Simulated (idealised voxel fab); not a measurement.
Documented hereafter: the process module known as voxel self aligned contacts.
cross-section cut | 240 nm wide | cells 5 nm
A cross-section is a grid of square cells, given in bands from the top down. A band is one or more rows of cells. Band: top height; bottom height; in nm. Then, left to right: material with width in nm, for each material. "all across": a single material spanning edge to edge. "air": empty space. Convention: height 0 is the level below which the wafer, as received, is all one material. The lowest band does not terminate at the bottom but continues downward, represented as "from 0 down". When a width is written as two numbers, as in "30->40", the first number is the width in the top row of cells of the band and the second is the width in its bottom row, and the width changes by the same amount from each row to the next. When a step is marked "nothing different", none of the cells in the cross-section changed during that step. Enclosed voids (no open way to top), threshold 8 cells or more, entry "Tabulated closed voids", notation width x height at distance, distance from left edge, nm. Past the settings on a step's line: simulator remark, on that step. When a step includes a mask, the "overlay nm" setting on its line states how far to the right of its planned place that mask lay, and negative values state how far to the left.
-- Here's what the planned process steps look like
- 1: RECEIVE with material Si
- 2: OXIDIZE with depth nm 5
- 3: DIRECTIONAL_DEP with material polySi, thk nm 30
- 4: DIRECTIONAL_DEP with material SiN, thk nm 20
- 5: PATTERN with tone cover, mask id GATE, material resist, width nm 35, pitch nm 70, thk nm 15, overlay nm 0
- 6: DIRECTIONAL_ETCH with etch materials SiN, depth nm 20
- 7: DIRECTIONAL_ETCH with etch materials polySi, depth nm 30
- 8: STRIP with etch materials resist
- 9: CONFORMAL_DEP with material SiN, thk nm 10
- 10: DIRECTIONAL_ETCH with etch materials SiN, depth nm 10
- 11: FILL_DEP with material SiO2, thk nm 15
- 12: CMP with height nm 60
- 13: DIRECTIONAL_DEP with material aC, thk nm 10
- 14: PATTERN with tone open, mask id CONTACT, material resist, width nm 55, pitch nm 70, thk nm 30, overlay nm 0
- 15: DIRECTIONAL_ETCH with etch materials aC, depth nm 10
- 16: STRIP with etch materials resist
- 17: DIRECTIONAL_ETCH with etch materials SiO2, depth nm 65
- 18: STRIP with etch materials aC
- 19: CONFORMAL_DEP with material TiN, thk nm 5
- 20: FILL_DEP with material W, thk nm 5
- 21: CMP with height nm 60
- 22: CONFORMAL_DEP with material SiCN, thk nm 5
-- The following pertains to the first of two wafers, which was processed as planned
-- Shown in cross-section is the wafer as received, that is, as it stands after step 1
	from 0 down | Si all across
	Tabulated closed voids: none
-- After step 2, in cross-section
	from 0 to -5 | SiO2 all across
	At heights below -5, the structure remains unaltered.
-- After step 3, in cross-section
	from 30 to 0 | polySi all across
	At heights below 0, the structure remains unaltered.
-- After step 4, in cross-section
	from 50 to 30 | SiN all across
	At heights below 30, the structure remains unaltered.
-- After step 5, in cross-section
	from 65 to 50 | 30 nm air / 35 nm resist / 35 nm air / 35 nm resist / 35 nm air / 35 nm resist / 35 nm air
	At heights below 50, the structure remains unaltered.
-- After step 6, in cross-section
	from 65 to 50 | 30 nm air / 35 nm resist / 35 nm air / 35 nm resist / 35 nm air / 35 nm resist / 35 nm air
	from 50 to 30 | 30 nm air / 35 nm SiN / 35 nm air / 35 nm SiN / 35 nm air / 35 nm SiN / 35 nm air
	At heights below 30, the structure remains unaltered.
-- After step 7, in cross-section
	from 65 to 50 | 30 nm air / 35 nm resist / 35 nm air / 35 nm resist / 35 nm air / 35 nm resist / 35 nm air
	from 50 to 30 | 30 nm air / 35 nm SiN / 35 nm air / 35 nm SiN / 35 nm air / 35 nm SiN / 35 nm air
	from 30 to 0 | 30 nm air / 35 nm polySi / 35 nm air / 35 nm polySi / 35 nm air / 35 nm polySi / 35 nm air
	At heights below 0, the structure remains unaltered.
-- After step 8, in cross-section
	from 50 to 30 | 30 nm air / 35 nm SiN / 35 nm air / 35 nm SiN / 35 nm air / 35 nm SiN / 35 nm air
	At heights below 30, the structure remains unaltered.
-- After step 9, in cross-section
	from 60 to 30 | 20 nm air / 55 nm SiN / 15 nm air / 55 nm SiN / 15 nm air / 55 nm SiN / 25 nm air
	from 30 to 10 | 20 nm air / 10 nm SiN / 35 nm polySi / 10 nm SiN / 15 nm air / 10 nm SiN / 35 nm polySi / 10 nm SiN / 15 nm air / 10 nm SiN / 35 nm polySi / 10 nm SiN / 25 nm air
	from 10 to 0 | 30 nm SiN / 35 nm polySi / 35 nm SiN / 35 nm polySi / 35 nm SiN / 35 nm polySi / 35 nm SiN
	At heights below 0, the structure remains unaltered.
-- After step 10, in cross-section
	from 50 to 30 | 20 nm air / 55 nm SiN / 15 nm air / 55 nm SiN / 15 nm air / 55 nm SiN / 25 nm air
	from 30 to 0 | 20 nm air / 10 nm SiN / 35 nm polySi / 10 nm SiN / 15 nm air / 10 nm SiN / 35 nm polySi / 10 nm SiN / 15 nm air / 10 nm SiN / 35 nm polySi / 10 nm SiN / 25 nm air
	At heights below 0, the structure remains unaltered.
-- After step 11, in cross-section
	from 65 to 50 | SiO2 all across
	from 50 to 30 | 20 nm SiO2 / 55 nm SiN / 15 nm SiO2 / 55 nm SiN / 15 nm SiO2 / 55 nm SiN / 25 nm SiO2
	from 30 to 0 | 20 nm SiO2 / 10 nm SiN / 35 nm polySi / 10 nm SiN / 15 nm SiO2 / 10 nm SiN / 35 nm polySi / 10 nm SiN / 15 nm SiO2 / 10 nm SiN / 35 nm polySi / 10 nm SiN / 25 nm SiO2
	At heights below 0, the structure remains unaltered.
-- After step 12, in cross-section
	from 60 to 50 | SiO2 all across
	At heights below 50, the structure remains unaltered.
-- After step 13, in cross-section
	from 70 to 60 | aC all across
	At heights below 60, the structure remains unaltered.
-- After step 14, in cross-section
	from 100 to 70 | 55 nm resist / 55 nm air / 15 nm resist / 55 nm air / 60 nm resist
	At heights below 70, the structure remains unaltered.
-- After step 15, in cross-section
	from 90 to 70 | 55 nm resist / 55 nm air / 15 nm resist / 55 nm air / 60 nm resist
	from 70 to 60 | 55 nm aC / 55 nm air / 15 nm aC / 55 nm air / 60 nm aC
	At heights below 60, the structure remains unaltered.
-- After step 16, in cross-section
	from 70 to 60 | 55 nm aC / 55 nm air / 15 nm aC / 55 nm air / 60 nm aC
	At heights below 60, the structure remains unaltered.
-- After step 17, in cross-section
	from 70 to 60 | 55 nm aC / 55 nm air / 15 nm aC / 55 nm air / 60 nm aC
	from 60 to 50 | 55 nm SiO2 / 55 nm air / 15 nm SiO2 / 55 nm air / 60 nm SiO2
	from 50 to 30 | 20 nm SiO2 / 55 nm SiN / 15 nm air / 55 nm SiN / 15 nm air / 55 nm SiN / 25 nm SiO2
	from 30 to 0 | 20 nm SiO2 / 10 nm SiN / 35 nm polySi / 10 nm SiN / 15 nm air / 10 nm SiN / 35 nm polySi / 10 nm SiN / 15 nm air / 10 nm SiN / 35 nm polySi / 10 nm SiN / 25 nm SiO2
	from 0 to -5 | 75 nm SiO2 / 15 nm air / 55 nm SiO2 / 15 nm air / 80 nm SiO2
	At heights below -5, the structure remains unaltered.
-- After step 18, in cross-section
	from 60 to 50 | 55 nm SiO2 / 55 nm air / 15 nm SiO2 / 55 nm air / 60 nm SiO2
	At heights below 50, the structure remains unaltered.
-- After step 19, in cross-section
	from 65 to 60 | 60 nm TiN / 45 nm air / 25 nm TiN / 45 nm air / 65 nm TiN
	from 60 to 50 | 55 nm SiO2 / 5->25 nm TiN / 45->5 nm air / 5->25 nm TiN / 15 nm SiO2 / 5->25 nm TiN / 45->5 nm air / 5->25 nm TiN / 60 nm SiO2
	from 50 to 30 | 20 nm SiO2 / 55 nm SiN / 5 nm TiN / 5 nm air / 5 nm TiN / 55 nm SiN / 5 nm TiN / 5 nm air / 5 nm TiN / 55 nm SiN / 25 nm SiO2
	from 30 to 0 | 20 nm SiO2 / 10 nm SiN / 35 nm polySi / 10 nm SiN / 5 nm TiN / 5 nm air / 5 nm TiN / 10 nm SiN / 35 nm polySi / 10 nm SiN / 5 nm TiN / 5 nm air / 5 nm TiN / 10 nm SiN / 35 nm polySi / 10 nm SiN / 25 nm SiO2
	from 0 to -5 | 75 nm SiO2 / 15 nm TiN / 55 nm SiO2 / 15 nm TiN / 80 nm SiO2
	At heights below -5, the structure remains unaltered.
-- After step 20, in cross-section
	from 70 to 65 | W all across
	from 65 to 60 | 60 nm TiN / 45 nm W / 25 nm TiN / 45 nm W / 65 nm TiN
	from 60 to 50 | 55 nm SiO2 / 5->25 nm TiN / 45->5 nm W / 5->25 nm TiN / 15 nm SiO2 / 5->25 nm TiN / 45->5 nm W / 5->25 nm TiN / 60 nm SiO2
	from 50 to 30 | 20 nm SiO2 / 55 nm SiN / 5 nm TiN / 5 nm W / 5 nm TiN / 55 nm SiN / 5 nm TiN / 5 nm W / 5 nm TiN / 55 nm SiN / 25 nm SiO2
	from 30 to 0 | 20 nm SiO2 / 10 nm SiN / 35 nm polySi / 10 nm SiN / 5 nm TiN / 5 nm W / 5 nm TiN / 10 nm SiN / 35 nm polySi / 10 nm SiN / 5 nm TiN / 5 nm W / 5 nm TiN / 10 nm SiN / 35 nm polySi / 10 nm SiN / 25 nm SiO2
	At heights below 0, the structure remains unaltered.
-- After step 21, in cross-section
	from 60 to 50 | 55 nm SiO2 / 5->25 nm TiN / 45->5 nm W / 5->25 nm TiN / 15 nm SiO2 / 5->25 nm TiN / 45->5 nm W / 5->25 nm TiN / 60 nm SiO2
	At heights below 50, the structure remains unaltered.
-- After step 22, in cross-section
	from 65 to 60 | SiCN all across
	At heights below 60, the structure remains unaltered.
-- Regarding the second of the two wafers: it shared the first wafer's starting condition and process plan, yet one error occurred during its execution. Its history coincides with that of the first wafer up to and including step 20
-- Second wafer profile in section, at the moment step 21 of the plan was meant to be complete
	from 65 to 60 | 60 nm TiN / 45 nm W / 25 nm TiN / 45 nm W / 65 nm TiN
	At heights below 60, the structure remains unaltered.
-- Second wafer profile in section, at the moment step 22 of the plan was meant to be complete
	from 70 to 65 | SiCN all across
	At heights below 65, the structure remains unaltered.
What broke from the plan during processing? step 21 deviated from plan and actually ran as CMP with height nm 65
In the final state, the cell counts of the second wafer exceed or fall short of those of the first for the following materials: TiN +30 | W +18
